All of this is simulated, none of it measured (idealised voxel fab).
Proc. module: voxel released beams
Each square cell in cross-section cut measures 5 nm, and the section as a whole is 280 nm wide.
How to read a cross-section here: the picture is a grid of square cells, written as bands going from the top down, and any band can span one or more rows of cells.
First you get the band's top height and its bottom height, in nm, and then the materials it's made of, left to right, with each width in nm. If you see a single material with "throughout", that one covers the band edge to edge. "blank" is empty space.
A quick word on heights: they are counted from 0, and under that level the wafer as it came to us is one material throughout. The lowest band is different from the rest in having no bottom; it simply continues downward, written as in "0..down".
With a width like "30 to 40", each row of cells in the band differs from the next by the same amount, the top row carrying the first number and the bottom row the second.
It should be understood that the words "nothing altered", when stated for a given step, signify that the cross-section underwent no change in any of its cells during that step.
You'll see "Closed cavities" listing empty spaces that have no way open to the top, as long as they're 8 cells or more; the notation is width x height at distance, where the distance is from the left edge, and all of it is in nm.
Text after the settings on a step's line: the simulator's own remark on that step.
"overlay nm" on a masked step: distance the mask lay right of its planned place, negative for left.
# So here's the lineup of process steps we planned
1) RECEIVE [material Si]
2) CONFORMAL_DEP [material Al2O3] [thk nm 10]
3) DIRECTIONAL_DEP [material SiO2] [thk nm 15]
4) MASKED_ETCH [tone open] [mask id ANCHOR] [width nm 25] [etch materials SiO2] [depth nm 15] [overlay nm 0]
5) CONFORMAL_DEP [material W] [thk nm 10]
6) DIRECTIONAL_DEP [material aC] [thk nm 15]
7) PATTERN [tone cover] [mask id BEAM] [material resist] [width nm 105] [thk nm 35] [overlay nm 0]
8) DIRECTIONAL_ETCH [etch materials aC] [depth nm 15]
9) STRIP [etch materials resist]
10) DIRECTIONAL_ETCH [etch materials W] [depth nm 10]
11) STRIP [etch materials aC]
12) STRIP [etch materials SiO2]
# as received, after step 1
	0..down  Si throughout
	Closed cavities: none
# First of two wafers: cross-section at end of module, run per plan
	35..25  85 of blank  15 of W  5 of blank  85 of W  90 of blank
	25..20  90 of blank  10 of W  5 of blank  10 of W  165 of blank
	20..10  90 of blank  25 of W  165 of blank
	10..0  Al2O3 throughout
	0..down  Si throughout
	Closed cavities: none
# Wafer two, sectioned after the module: the first wafer's start, the first wafer's plan, and one mistake in how it was run
	35..25  85 of blank  105 of W  90 of blank
	25..15  Al2O3 throughout
	15..0  SiO2 throughout
	0..down  Si throughout
	Closed cavities: none
The mistake made against the process plan was this: steps 2 and 3 run out of order (swapped)
FYI, end of process, the second wafer has more or fewer cells of some materials than the first: +168 SiO2 | -12 W
